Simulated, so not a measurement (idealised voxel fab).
Process module heading - voxel air gaps
270 nm wide, 5 nm square cells: that's cross-section cut.
Cross-section layout: square cells on a grid; listed as bands, top to bottom; a band spans one or more cell rows. In this notation a band is specified by the heights of its top and bottom, in that order and in nm, after which its materials appear from left to right, each paired with its width in nm. The word "throughout" attached to a single material means that material fills the band from edge to edge; the word "empty" stands for empty space. Heights from 0 (as-received wafer is one material below). Bottom band endless downward, as "0 and below". A width such as "30..40" changes by the same amount from each row of cells to the next, from the band's top row to its bottom row. The designation "remained the same", where it is given for a processing step, indicates that no cell of the cross-section was altered in the course of that step. Any empty space of 8 cells or more lacking an open way to the top shows up in "Closed cavities" as width x height at distance, distance from the left edge, in nm. after a step's settings: what the simulator itself notes on the step. The "overlay nm" setting may appear on a step's line; for a step that uses a mask, it gives how far to the right of its planned position the mask lay, and a negative value indicates the left.

**Steps planned for the process**
1) RECEIVE, material Si
2) CONFORMAL_DEP, material SiO2, thk nm 15
3) CONFORMAL_DEP, material SiN, thk nm 5
4) DIRECTIONAL_DEP, material lowk, thk nm 30
5) PATTERN, tone open, mask id LINES, material resist, width nm 25, pitch nm 50, thk nm 15, overlay nm 0
6) DIRECTIONAL_ETCH, etch materials lowk, depth nm 30
7) STRIP, etch materials resist
8) CONFORMAL_DEP, material TiN, thk nm 5
9) FILL_DEP, material Cu, thk nm 10
10) CMP, height nm 50
11) EPI, material Ru, thk nm 10
12) SELECTIVE_ETCH, etch materials lowk, depth nm 40
13) CONFORMAL_DEP, material SiCN, thk nm 5

**As-received state of the wafer in cross-section, equivalent to post-step 1**
- 0 and below  Si throughout
- Closed cavities: none

**First of two wafers: cross-section at end of module, run per plan**
- 65 down to 60  30 of empty | 205 of SiCN | 35 of empty
- 60 down to 50  30 of empty | 5 of SiCN | 45 of Ru | 5 of SiCN | 45 of Ru | 5 of SiCN | 45 of Ru | 5 of SiCN | 45 of Ru | 5 of SiCN | 35 of empty
- 50 down to 45  30 of empty | 15 of SiCN | 5 of TiN | 15 of Cu | 5 of TiN | 25 of SiCN | 5 of TiN | 15 of Cu | 5 of TiN | 25 of SiCN | 5 of TiN | 15 of Cu | 5 of TiN | 25 of SiCN | 5 of TiN | 15 of Cu | 5 of TiN | 15 of SiCN | 35 of empty
- 45 down to 25  40 of empty | 5 of SiCN | 5 of TiN | 15 of Cu | 5 of TiN | 5 of SiCN | 15 of empty | 5 of SiCN | 5 of TiN | 15 of Cu | 5 of TiN | 5 of SiCN | 15 of empty | 5 of SiCN | 5 of TiN | 15 of Cu | 5 of TiN | 5 of SiCN | 15 of empty | 5 of SiCN | 5 of TiN | 15 of Cu | 5 of TiN | 5 of SiCN | 45 of empty
- 25 down to 20  45 of SiCN | 25 of TiN | 25 of SiCN | 25 of TiN | 25 of SiCN | 25 of TiN | 25 of SiCN | 25 of TiN | 50 of SiCN
- 20 down to 15  SiN throughout
- 15 down to 0  SiO2 throughout
- 0 and below  Si throughout
- Closed cavities: 15 x 20 at 75; 15 x 20 at 125; 15 x 20 at 175

**Here is the second of the two wafers cut open at the end of the module - same start, same plan as the first one, but we made one mistake running it**
- 65 down to 60  SiCN throughout
- 60 down to 50  55 of Ru | 5 of SiCN | 45 of Ru | 5 of SiCN | 45 of Ru | 5 of SiCN | 45 of Ru | 5 of SiCN | 60 of Ru
- 50 down to 45  40 of Cu | 5 of TiN | 25 of SiCN | 5 of TiN | 15 of Cu | 5 of TiN | 25 of SiCN | 5 of TiN | 15 of Cu | 5 of TiN | 25 of SiCN | 5 of TiN | 15 of Cu | 5 of TiN | 25 of SiCN | 5 of TiN | 45 of Cu
- 45 down to 25  40 of Cu | 5 of TiN | 5 of SiCN | 15 of empty | 5 of SiCN | 5 of TiN | 15 of Cu | 5 of TiN | 5 of SiCN | 15 of empty | 5 of SiCN | 5 of TiN | 15 of Cu | 5 of TiN | 5 of SiCN | 15 of empty | 5 of SiCN | 5 of TiN | 15 of Cu | 5 of TiN | 5 of SiCN | 15 of empty | 5 of SiCN | 5 of TiN | 45 of Cu
- 25 down to 20  45 of TiN | 25 of SiCN | 25 of TiN | 25 of SiCN | 25 of TiN | 25 of SiCN | 25 of TiN | 25 of SiCN | 50 of TiN
- 20 down to 15  SiN throughout
- 15 down to 0  SiO2 throughout
- 0 and below  Si throughout
- Closed cavities: 15 x 20 at 50; 15 x 20 at 100; 15 x 20 at 150; 15 x 20 at 200
The mistake made against the process plan was this: in deviation from the planned setting, step 5 was conducted as PATTERN, tone cover, mask id LINES, material resist, width nm 25, pitch nm 50, thk nm 15, overlay nm 0
Final wafer comparison in cells, second versus first, more or fewer per material: Cu +70, Ru +28, SiCN -4, TiN +14
Heads up: the first wafer ends with 3 closed voids, the second with 4.
